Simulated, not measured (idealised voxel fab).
Herein follows the process module entitled voxel wiring stack.
The width of the displayed cross-section, cut, is 155 nm; its cells are square, with a size of 5 nm.
How to read a cross-section here: the picture is a grid of square cells, written as bands going from the top down, and any band can span one or more rows of cells.
The band entry comprises the height of the band's top followed by the height of its bottom, expressed in nm, and subsequently the band's materials from left to right, each stated together with its width in nm. Where a single material is marked with the word "all across", that material fills the band from edge to edge. The word "blank" represents empty space.
Measure heights from 0. That's the level where, below it, the as-received wafer is all one material. The lowest band is bottomless and extends downward; write it as in "0 down".
When a width is written as two numbers, as in "30..40", the first number is the width in the top row of cells of the band and the second is the width in its bottom row, and the width changes by the same amount from each row to the next.
Where a step carries "no alteration", the cross-section came out of it unchanged, cell for cell.
The label "closed voids" introduces a list of the empty spaces, 8 cells or larger, that have no open way up to the top; each entry in it reads width x height at distance, where the distance is taken from the left edge and all three are stated in nm.
after a step's settings: what the simulator itself notes on the step
You can add "overlay nm" to a step's line. For a step with a mask, it describes how far the mask lay to the right of its planned position, and a negative number describes a lay to the left.

[Planned process steps]
1,RECEIVE, material Si
2,CONFORMAL_DEP, material SiO2, thk nm 15
3,CONFORMAL_DEP, material SiN, thk nm 5
4,DIRECTIONAL_DEP, material SiO2, thk nm 25
5,DIRECTIONAL_DEP, material aC, thk nm 10
6,PATTERN, tone open, mask id METAL_1, material resist, width nm 25, pitch nm 45, thk nm 25, overlay nm 0
7,DIRECTIONAL_ETCH, etch materials aC, depth nm 10
8,STRIP, etch materials resist
9,DIRECTIONAL_ETCH, etch materials SiO2, depth nm 25
10,DIRECTIONAL_ETCH, etch materials SiN, depth nm 5
11,STRIP, etch materials aC
12,CONFORMAL_DEP, material TiN, thk nm 5
13,FILL_DEP, material Ru, thk nm 5
14,CMP, height nm 45
15,CONFORMAL_DEP, material SiCN, thk nm 5
16,DIRECTIONAL_DEP, material lowk, thk nm 25
17,DIRECTIONAL_DEP, material aC, thk nm 10
18,PATTERN, tone open, mask id METAL_2_HOLES, material resist, width nm 15, pitch nm 45, thk nm 30, overlay nm 0
19,DIRECTIONAL_ETCH, etch materials aC, depth nm 10
20,STRIP, etch materials resist
21,DIRECTIONAL_ETCH, etch materials lowk, depth nm 25
22,STRIP, etch materials aC
23,MASKED_ETCH, tone open, mask id METAL_2, width nm 25, pitch nm 45, etch materials lowk, depth nm 15, overlay nm 0
24,MASKED_ETCH, tone open, mask id METAL_2, width nm 25, pitch nm 45, etch materials SiCN, depth nm 5, overlay nm 0
25,CONFORMAL_DEP, material TiN, thk nm 5
26,FILL_DEP, material Cu, thk nm 10
27,CMP, height nm 75
28,CONFORMAL_DEP, material SiCN, thk nm 5
29,DIRECTIONAL_DEP, material SiO2, thk nm 35
30,PATTERN, tone open, mask id METAL_3_HOLES, material resist, width nm 15, thk nm 20, overlay nm 0
31,DIRECTIONAL_ETCH, etch materials SiO2, depth nm 35
32,STRIP, etch materials resist
33,PATTERN, tone open, mask id METAL_3, material resist, width nm 25, pitch nm 45, thk nm 15, overlay nm 0
34,DIRECTIONAL_ETCH, etch materials SiO2, depth nm 20
35,DIRECTIONAL_ETCH, etch materials SiCN, depth nm 5
36,STRIP, etch materials resist
37,CONFORMAL_DEP, material TiN, thk nm 5
38,FILL_DEP, material Cu, thk nm 5
39,CMP, height nm 115
40,CONFORMAL_DEP, material SiN, thk nm 5

[Shown in cross-section is the wafer as received, that is, as it stands after step 1]
  0 down | Si all across
  closed voids: none

[Wafer at module end, in section. Began as above, planned as above, run with one mistake]
  120 to 115 | SiN all across
  115 to 100 | SiO2 (40), then TiN (5), then Cu (15), then TiN (5), then SiO2 (20), then TiN (5), then Cu (15), then TiN (5), then SiO2 (45)
  100 to 95 | SiO2 (40), then TiN (5), then Cu (5), then TiN (15), then SiO2 (20), then TiN (25), then SiO2 (45)
  95 to 80 | SiO2 (40), then TiN (5), then Cu (5), then TiN (5), then SiO2 (100)
  80 to 75 | SiCN (40), then TiN (15), then SiCN (100)
  75 to 65 | lowk (35), then TiN (5), then Cu (15), then TiN (5), then lowk (20), then TiN (5), then Cu (15), then TiN (5), then lowk (50)
  65 to 60 | lowk (35), then TiN (10), then Cu (5), then TiN (10), then lowk (20), then TiN (10), then Cu (5), then TiN (10), then lowk (50)
  60 to 50 | lowk (40), then TiN (5), then Cu (5), then TiN (5), then lowk (30), then TiN (5), then Cu (5), then TiN (5), then lowk (55)
  50 to 45 | SiCN (40), then TiN (15), then SiCN (30), then TiN (15), then SiCN (55)
  45 to 20 | SiO2 (40), then TiN (5), then Ru (15), then TiN (5), then SiO2 (20), then TiN (5), then Ru (15), then TiN (5), then SiO2 (45)
  20 to 15 | SiN (40), then TiN (25), then SiN (20), then TiN (25), then SiN (45)
  15 to 0 | SiO2 all across
  0 down | Si all across
  closed voids: none
The plan and the run diverged here: contrary to plan, step 23 was performed as MASKED_ETCH, tone open, mask id METAL_2, width nm 25, pitch nm 45, etch materials lowk, depth nm 15, overlay nm -5
